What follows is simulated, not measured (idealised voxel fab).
process module | voxel transistor to metal
cross-section cut | 180 nm wide | cells 5 nm
A cross-section is a grid of square cells, given in bands from the top down. A band is one or more rows of cells.
Each band's line starts with the height of the band's top and of its bottom, in nm. Then come its materials from left to right, each with its width in nm. One material with "throughout" fills the band from edge to edge. "air" is empty space.
Height 0 is the level under which the wafer as received is all one material. The lowest band goes on downwards, as in "0 down".
A width such as "30 to 40" changes by the same amount from each row of cells to the next, from the band's top row to its bottom row.
"no change" after a step means that no cell of the cross-section changed.
closed voids: empty space of 8 cells or more with no open way to the top, each as width x height at its distance from the left edge, in nm
after a step's settings: what the simulator itself notes on the step
overlay nm, on a step with a mask: how far to the right of its planned place the mask lay; to the left if negative
plan
1 op RECEIVE | material Si
2 op OXIDIZE | depth nm 5
3 op CONFORMAL_DEP | material SiN | thk nm 15
4 op DIRECTIONAL_DEP | material aC | thk nm 15
5 op PATTERN | tone cover | mask id ACTIVE | material resist | width nm 95 | thk nm 35 | overlay nm 0
6 op DIRECTIONAL_ETCH | etch materials aC | depth nm 15
7 op STRIP | etch materials resist
8 op DIRECTIONAL_ETCH | etch materials SiN | depth nm 15
9 op DIRECTIONAL_ETCH | etch materials SiO2 | depth nm 5
10 op DIRECTIONAL_ETCH | etch materials Si | depth nm 20
11 op STRIP | etch materials aC
12 op OXIDIZE | depth nm 5
13 op FILL_DEP | material SiO2 | thk nm 15
14 op CMP | height nm 15
15 op SELECTIVE_ETCH | etch materials SiO2 | depth nm 5
16 op STRIP | etch materials SiN
17 op SELECTIVE_ETCH | etch materials SiO2 | depth nm 5
18 op OXIDIZE | depth nm 5
19 op DIRECTIONAL_DEP | material polySi | thk nm 20
20 op DIRECTIONAL_DEP | material SiCN | thk nm 15
21 op DIRECTIONAL_DEP | material aC | thk nm 10
22 op PATTERN | tone cover | mask id GATE | material resist | width nm 15 | thk nm 30 | overlay nm 0
23 op DIRECTIONAL_ETCH | etch materials aC | depth nm 10
24 op STRIP | etch materials resist
25 op DIRECTIONAL_ETCH | etch materials SiCN | depth nm 25
26 op DIRECTIONAL_ETCH | etch materials polySi | depth nm 30
27 op STRIP | etch materials aC
28 op CONFORMAL_DEP | material SiO2 | thk nm 5
29 op DIRECTIONAL_ETCH | etch materials SiO2 | depth nm 5
30 op CONFORMAL_DEP | material SiN | thk nm 5
31 op DIRECTIONAL_ETCH | etch materials SiN | depth nm 5
32 op DIRECTIONAL_ETCH | etch materials SiO2 | depth nm 5
33 op DIRECTIONAL_ETCH | etch materials Si | depth nm 10
34 op EPI | material SiGe | thk nm 10
35 op FILL_DEP | material SiO2 | thk nm 10
36 op CMP | height nm 30
37 op DIRECTIONAL_DEP | material SiO2 | thk nm 10
38 op DIRECTIONAL_DEP | material aC | thk nm 10
39 op PATTERN | tone open | mask id CONTACT | material resist | width nm 30 | pitch nm 55 | thk nm 25 | overlay nm 0
40 op DIRECTIONAL_ETCH | etch materials aC | depth nm 10
41 op STRIP | etch materials resist
42 op DIRECTIONAL_ETCH | etch materials SiO2 | depth nm 50
43 op STRIP | etch materials aC
44 op CONFORMAL_DEP | material TiN | thk nm 5
45 op FILL_DEP | material Ru | thk nm 10
46 op CMP | height nm 40
47 op CONFORMAL_DEP | material SiN | thk nm 5
48 op DIRECTIONAL_DEP | material lowk | thk nm 20
49 op PATTERN | tone open | mask id METAL_1 | material resist | width nm 15 | pitch nm 70 | thk nm 20 | overlay nm 0
50 op DIRECTIONAL_ETCH | etch materials lowk | depth nm 20
51 op DIRECTIONAL_ETCH | etch materials SiN | depth nm 5
52 op STRIP | etch materials resist
53 op CONFORMAL_DEP | material TiN | thk nm 5
54 op FILL_DEP | material Ru | thk nm 5
55 op CMP | height nm 65
56 op EPI | material Ru | thk nm 5
57 op FILL_DEP | material SiCN | thk nm 5
58 op DIRECTIONAL_DEP | material lowk | thk nm 30
59 op DIRECTIONAL_DEP | material aC | thk nm 15
60 op PATTERN | tone open | mask id METAL_2 | material resist | width nm 15 | pitch nm 70 | thk nm 35 | overlay nm 0
61 op DIRECTIONAL_ETCH | etch materials aC | depth nm 15
62 op STRIP | etch materials resist
63 op DIRECTIONAL_ETCH | etch materials lowk | depth nm 15
64 op STRIP | etch materials aC
65 op DIRECTIONAL_DEP | material aC | thk nm 10
66 op PATTERN | tone open | mask id METAL_2_HOLES | material resist | width nm 15 | pitch nm 70 | thk nm 30 | overlay nm 0
67 op DIRECTIONAL_ETCH | etch materials aC | depth nm 10
68 op STRIP | etch materials resist
69 op DIRECTIONAL_ETCH | etch materials lowk | depth nm 15
70 op DIRECTIONAL_ETCH | etch materials SiCN | depth nm 5
71 op STRIP | etch materials aC
72 op CONFORMAL_DEP | material TiN | thk nm 5
73 op FILL_DEP | material Cu | thk nm 5
74 op CMP | height nm 105
75 op CONFORMAL_DEP | material SiCN | thk nm 5
as received, after step 1
  0 down: Si throughout
  closed voids: none
first wafer at the end, as planned
  110 to 105: SiCN throughout
  105 to 75: lowk 45 | TiN 5 | Cu 5 | TiN 5 | lowk 55 | TiN 5 | Cu 5 | TiN 5 | lowk 50
  75 to 70: SiCN 45 | TiN 15 | SiCN 55 | TiN 15 | SiCN 50
  70 to 65: SiCN 40 | Ru 25 | SiCN 45 | Ru 25 | SiCN 45
  65 to 45: lowk 45 | TiN 5 | Ru 5 | TiN 5 | lowk 55 | TiN 5 | Ru 5 | TiN 5 | lowk 50
  45 to 40: SiN 45 | TiN 15 | SiN 55 | TiN 15 | SiN 50
  40 to 30: SiO2 45 | TiN 5 | Ru 20 to 15 | TiN 5 to 10 | SiO2 25 | TiN 5 to 10 | Ru 20 to 15 | TiN 5 | SiO2 50
  30 to 15: SiO2 45 | TiN 5 | Ru 15 | TiN 5 | SiN 5 | SiO2 5 | SiCN 15 | SiO2 5 | SiN 5 | TiN 5 | Ru 15 | TiN 5 | SiO2 50
  15 to 5: SiO2 45 | TiN 5 | Ru 15 | TiN 5 | SiN 5 | SiO2 5 | polySi 15 | SiO2 5 | SiN 5 | TiN 5 | Ru 15 | TiN 5 | SiO2 50
  5 to 0: SiO2 40 | SiN 5 | TiN 5 | Ru 5 | TiN 15 | SiN 5 | SiO2 5 | polySi 15 | SiO2 5 | SiN 5 | TiN 15 | Ru 5 | TiN 5 | SiN 5 | SiO2 45
  0 to -5: SiO2 40 | SiN 5 | TiN 5 | Ru 5 | TiN 5 | SiGe 10 | SiN 5 | SiO2 5 | polySi 15 | SiO2 5 | SiN 5 | SiGe 10 | TiN 5 | Ru 5 | TiN 5 | SiN 5 | SiO2 45
  -5 to -10: SiO2 45 | TiN 15 | SiGe 10 | SiO2 35 | SiGe 10 | TiN 15 | SiO2 50
  -10 to -20: SiO2 45 | SiGe 25 | Si 35 | SiGe 25 | SiO2 50
  -20 to -30: SiO2 45 | Si 85 | SiO2 50
  -30 down: Si throughout
  closed voids: none
second wafer at the end: like start, like plan, one mistake
  110 to 105: SiCN throughout
  105 to 100: SiCN 45 | TiN 15 | SiCN 55 | TiN 15 | SiCN 50
  100 to 95: SiCN 40 | lowk 25 | SiCN 45 | lowk 25 | SiCN 45
  95 to 70: lowk throughout
  70 to 65: lowk 40 | Ru 25 | lowk 45 | Ru 25 | lowk 45
  65 to 45: lowk 45 | TiN 5 | Ru 5 | TiN 5 | lowk 55 | TiN 5 | Ru 5 | TiN 5 | lowk 50
  45 to 40: SiN 45 | TiN 15 | SiN 55 | TiN 15 | SiN 50
  40 to 30: SiO2 45 | TiN 5 | Ru 20 to 15 | TiN 5 to 10 | SiO2 25 | TiN 5 to 10 | Ru 20 to 15 | TiN 5 | SiO2 50
  30 to 15: SiO2 45 | TiN 5 | Ru 15 | TiN 5 | SiN 5 | SiO2 5 | SiCN 15 | SiO2 5 | SiN 5 | TiN 5 | Ru 15 | TiN 5 | SiO2 50
  15 to 5: SiO2 45 | TiN 5 | Ru 15 | TiN 5 | SiN 5 | SiO2 5 | polySi 15 | SiO2 5 | SiN 5 | TiN 5 | Ru 15 | TiN 5 | SiO2 50
  5 to 0: SiO2 40 | SiN 5 | TiN 5 | Ru 5 | TiN 15 | SiN 5 | SiO2 5 | polySi 15 | SiO2 5 | SiN 5 | TiN 15 | Ru 5 | TiN 5 | SiN 5 | SiO2 45
  0 to -5: SiO2 40 | SiN 5 | TiN 5 | Ru 5 | TiN 5 | SiGe 10 | SiN 5 | SiO2 5 | polySi 15 | SiO2 5 | SiN 5 | SiGe 10 | TiN 5 | Ru 5 | TiN 5 | SiN 5 | SiO2 45
  -5 to -10: SiO2 45 | TiN 15 | SiGe 10 | SiO2 35 | SiGe 10 | TiN 15 | SiO2 50
  -10 to -20: SiO2 45 | SiGe 25 | Si 35 | SiGe 25 | SiO2 50
  -20 to -30: SiO2 45 | Si 85 | SiO2 50
  -30 down: Si throughout
  closed voids: none
what went wrong: steps 57 and 58 were swapped
at the end the second wafer has, in cells: 12 fewer of Cu | 24 fewer of TiN | 36 more of lowk
